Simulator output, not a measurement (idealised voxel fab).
Process module in this document: voxel capacitor over wiring
Pictured: cross-section cut, 220 nm wide, on a grid of 5 nm square cells.
Each cross-section below is a grid of square cells, stated as bands in top-down order, with one or more rows of cells making up each band.
Per band: top height and bottom height in nm, followed by the left-to-right materials and their widths in nm; "full width" marks a single material spanning edge to edge, "blank" marks empty space.
Heights are expressed relative to 0, this being the level below which the as-received wafer comprises one material exclusively. The lowest band is unbounded in the downward direction and is denoted as in "0 and below".
Width spec "30..40" -> top row of cells at first value, bottom row at second value, equal per-row change in between.
Step note "no alterations made" = no cross-section cell changed.
In "Trapped void list" the enclosed voids are listed, meaning empty spaces of 8 cells or larger without any opening to the top. The form is width x height at distance, distance from the left edge, units nm.
Post-settings text on a step line: simulator's own remark regarding the step.
For masked steps, "overlay nm" on the step line gives how far right of plan the mask actually lay; a minus sign means it lay to the left.

Process steps (planned):
step 1: op RECEIVE | material Si
step 2: op CONFORMAL_DEP | material SiO2 | thk nm 15
step 3: op DIRECTIONAL_DEP | material TiN | thk nm 5
step 4: op DIRECTIONAL_DEP | material W | thk nm 20
step 5: op DIRECTIONAL_DEP | material aC | thk nm 10
step 6: op PATTERN | tone cover | mask id METAL_1 | material resist | width nm 20 | pitch nm 70 | thk nm 30 | overlay nm 0
step 7: op DIRECTIONAL_ETCH | etch materials aC | depth nm 10
step 8: op STRIP | etch materials resist
step 9: op DIRECTIONAL_ETCH | etch materials W | depth nm 20
step 10: op DIRECTIONAL_ETCH | etch materials TiN | depth nm 5
step 11: op STRIP | etch materials aC
step 12: op CONFORMAL_DEP | material SiCN | thk nm 5
step 13: op FILL_DEP | material lowk | thk nm 5
step 14: op CMP | height nm 40
step 15: op CONFORMAL_DEP | material SiCN | thk nm 5
step 16: op DIRECTIONAL_DEP | material lowk | thk nm 20
step 17: op PATTERN | tone open | mask id PLUG_1 | material resist | width nm 15 | thk nm 20 | overlay nm 0
step 18: op DIRECTIONAL_ETCH | etch materials lowk | depth nm 20
step 19: op DIRECTIONAL_ETCH | etch materials SiCN | depth nm 5
step 20: op STRIP | etch materials resist
step 21: op CONFORMAL_DEP | material TiN | thk nm 5
step 22: op FILL_DEP | material Ru | thk nm 5
step 23: op CMP | height nm 65
step 24: op DIRECTIONAL_DEP | material TiN | thk nm 10
step 25: op DIRECTIONAL_DEP | material HfO2 | thk nm 5
step 26: op DIRECTIONAL_DEP | material TiN | thk nm 10
step 27: op PATTERN | tone cover | mask id UPPER_PLATE | material resist | width nm 55 | thk nm 15 | overlay nm 0
step 28: op DIRECTIONAL_ETCH | etch materials TiN | depth nm 10
step 29: op DIRECTIONAL_ETCH | etch materials HfO2 | depth nm 5
step 30: op STRIP | etch materials resist
step 31: op PATTERN | tone cover | mask id LOWER_PLATE | material resist | width nm 65 | thk nm 15 | overlay nm 0
step 32: op DIRECTIONAL_ETCH | etch materials TiN | depth nm 10
step 33: op STRIP | etch materials resist
step 34: op FILL_DEP | material SiO2 | thk nm 15
step 35: op CMP | height nm 100
step 36: op DIRECTIONAL_DEP | material aC | thk nm 15
step 37: op PATTERN | tone open | mask id PLUG_2 | material resist | width nm 15 | thk nm 30 | overlay nm 0
step 38: op DIRECTIONAL_ETCH | etch materials aC | depth nm 15
step 39: op STRIP | etch materials resist
step 40: op DIRECTIONAL_ETCH | etch materials SiO2 | depth nm 10
step 41: op STRIP | etch materials aC
step 42: op CONFORMAL_DEP | material TiN | thk nm 5
step 43: op FILL_DEP | material Cu | thk nm 10
step 44: op CMP | height nm 100
step 45: op CONFORMAL_DEP | material SiN | thk nm 5

Cross-section of the wafer at receipt, which is the condition after step 1:
    0 and below = Si full width
    Trapped void list: none

Sectioned view, first of two wafers, at the close of the module, processed as intended in the plan:
    105 down to 100 = SiN full width
    100 down to 95 = 80 nm SiO2; 5 nm TiN; 5 nm Cu; 5 nm TiN; 125 nm SiO2
    95 down to 90 = 80 nm SiO2; 15 nm TiN; 125 nm SiO2
    90 down to 80 = 70 nm SiO2; 55 nm TiN; 95 nm SiO2
    80 down to 75 = 70 nm SiO2; 55 nm HfO2; 95 nm SiO2
    75 down to 65 = 65 nm SiO2; 65 nm TiN; 90 nm SiO2
    65 down to 45 = 70 nm lowk; 5 nm TiN; 5 nm Ru; 5 nm TiN; 135 nm lowk
    45 down to 40 = 70 nm SiCN; 15 nm TiN; 135 nm SiCN
    40 down to 20 = 60 nm lowk; 5 nm SiCN; 20 nm W; 5 nm SiCN; 40 nm lowk; 5 nm SiCN; 20 nm W; 5 nm SiCN; 60 nm lowk
    20 down to 15 = 65 nm SiCN; 20 nm TiN; 50 nm SiCN; 20 nm TiN; 65 nm SiCN
    15 down to 0 = SiO2 full width
    0 and below = Si full width
    Trapped void list: none

Wafer two, end of module, cross-section. Same start, same plan as wafer one. One mistake in the run:
    105 down to 100 = SiN full width
    100 down to 90 = 70 nm SiO2; 55 nm TiN; 95 nm SiO2
    90 down to 85 = 70 nm SiO2; 55 nm HfO2; 95 nm SiO2
    85 down to 75 = HfO2 full width
    75 down to 65 = TiN full width
    65 down to 45 = 70 nm lowk; 5 nm TiN; 5 nm Ru; 5 nm TiN; 135 nm lowk
    45 down to 40 = 70 nm SiCN; 15 nm TiN; 135 nm SiCN
    40 down to 20 = 60 nm lowk; 5 nm SiCN; 20 nm W; 5 nm SiCN; 40 nm lowk; 5 nm SiCN; 20 nm W; 5 nm SiCN; 60 nm lowk
    20 down to 15 = 65 nm SiCN; 20 nm TiN; 50 nm SiCN; 20 nm TiN; 65 nm SiCN
    15 down to 0 = SiO2 full width
    0 and below = Si full width
    Trapped void list: none
what went wrong: step 25, actual vs plan mismatch, actual run op DIRECTIONAL_DEP | material HfO2 | thk nm 15
Final comparison by cell count, materials where the second wafer has more or fewer than the first: 1 fewer of Cu | 88 more of HfO2 | 144 fewer of SiO2 | 57 more of TiN
